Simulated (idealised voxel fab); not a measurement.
Documented hereafter: the process module known as voxel spacer lines.
Shown is cross-section cut, with a width of 265 nm and square cells of size 5 nm.
In this document a cross-section is written as a grid of square cells. It is given as a series of bands, listed from the top down, and a band is one or more rows of cells.
Band: top height; bottom height; in nm. Then, left to right: material with width in nm, for each material. "all across": a single material spanning edge to edge. "air": empty space.
We count height from 0. Below that, the starting wafer is all one material. The lowest band never ends at the bottom but goes on down; see "from 0 down" for how that is written.
Quick explanation for "30->40": the width changes in equal steps down the rows of cells, from the first number in the band's top row to the second number in its bottom row.
"no modification", as given for a step, is the statement that not any cell of the cross-section underwent a change during that step.
Voids lacking openings: empty space of 8 cells or more with no open way to the top, each as width x height at its distance from the left edge, in nm
Anything after a step's settings on that line? It's the simulator's own note about the step.
What "overlay nm" on a step's line means: if the step has a mask, that mask lay this far to the right of its planned place, or, when the value is negative, to the left.

Process steps (planned):
1) RECEIVE | material Si
2) CONFORMAL_DEP | material Al2O3 | thk nm 10
3) DIRECTIONAL_DEP | material TiN | thk nm 10
4) DIRECTIONAL_DEP | material aC | thk nm 25
5) PATTERN | tone cover | mask id MANDREL | material resist | width nm 20 | pitch nm 70 | thk nm 35 | overlay nm 0
6) DIRECTIONAL_ETCH | etch materials aC | depth nm 25
7) STRIP | etch materials resist
8) CONFORMAL_DEP | material SiO2 | thk nm 15
9) DIRECTIONAL_ETCH | etch materials SiO2 | depth nm 15
10) STRIP | etch materials aC
11) DIRECTIONAL_ETCH | etch materials TiN | depth nm 10
12) STRIP | etch materials SiO2

The cross-section here shows the wafer as received, i.e. in its state after step 1:
    from 0 down | Si all across
    Voids lacking openings: none

What the wafer looks like in cross-section after this module, when it starts as shown above and follows the plan above but one mistake is made in running it:
    from 20 to 10 | air 40, then TiN 15, then air 20, then TiN 15, then air 20, then TiN 15, then air 20, then TiN 15, then air 20, then TiN 15, then air 20, then TiN 15, then air 35
    from 10 to 0 | Al2O3 all across
    from 0 down | Si all across
    Voids lacking openings: none
Which mistake was made when the wafer was run? step 5 was processed under conditions differing from the plan, specifically as PATTERN | tone cover | mask id MANDREL | material resist | width nm 20 | pitch nm 70 | thk nm 35 | overlay nm 5
